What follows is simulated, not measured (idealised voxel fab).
This section sets out a process module, namely voxel tone inversion.
285 nm wide, 5 nm square cells: that's cross-section cut.
In this document a cross-section is written as a grid of square cells. It is given as a series of bands, listed from the top down, and a band is one or more rows of cells.
What a band's entry tells you: where the top is and where the bottom is, as heights in nm, and after that what lies inside, material by material from left to right, each with its width in nm. Empty space is written as the word "air", and a single material marked with the word "everywhere" occupies the band from edge to edge.
A quick word on heights: they are counted from 0, and under that level the wafer as it came to us is one material throughout. The lowest band is different from the rest in having no bottom; it simply continues downward, written as in "from 0 down".
You'd read "30..40" like this: the band's top row of cells is as wide as the first number, its bottom row is as wide as the second, and going down, every row changes width by the same amount as the row before did.
Basically "left unchanged" means that step didn't change any cell in the cross-section.
Entry "Cavities, closed". Content: empty spaces with no open connection to the top, size 8 cells or greater. Each: width x height at distance. Distance: from left edge. Unit: nm.
What comes after the settings on a step's line is commentary from the simulator itself on that step.
Each step line may optionally specify "overlay nm", which for a step with a mask gives the rightward distance between the mask's planned place and where it lay, a negative value indicating the leftward direction.
# Process steps (planned)
1) RECEIVE, material Si
2) CONFORMAL_DEP, material SiN, thk nm 10
3) DIRECTIONAL_DEP, material aC, thk nm 15
4) PATTERN, tone cover, mask id POSTS, material resist, width nm 20, pitch nm 35, thk nm 20, overlay nm 0
5) DIRECTIONAL_ETCH, etch materials aC, depth nm 15
6) STRIP, etch materials resist
7) FILL_DEP, material lowk, thk nm 10
8) CMP, height nm 25
9) STRIP, etch materials aC
10) CONFORMAL_DEP, material TiN, thk nm 5
11) FILL_DEP, material W, thk nm 10
12) CMP, height nm 25
13) CONFORMAL_DEP, material SiN, thk nm 5
# So this is the incoming wafer in cross-section - it's already been through step 1
    from 0 down: Si everywhere
    Cavities, closed: none
# Module complete, cross-section. Starting point and plan per above. One mistake made in running the module
    from 30 to 25: SiN everywhere
    from 25 to 15: 115 lowk / 5 TiN / 10 W / 5 TiN / 15 lowk / 5 TiN / 10 W / 5 TiN / 115 lowk
    from 15 to 10: 115 lowk / 20 TiN / 15 lowk / 20 TiN / 115 lowk
    from 10 to 0: TiN everywhere
    from 0 down: Si everywhere
    Cavities, closed: none
Which mistake was made when the wafer was run? for step 2, the planned setting was not used; the step was instead run as CONFORMAL_DEP, material TiN, thk nm 10
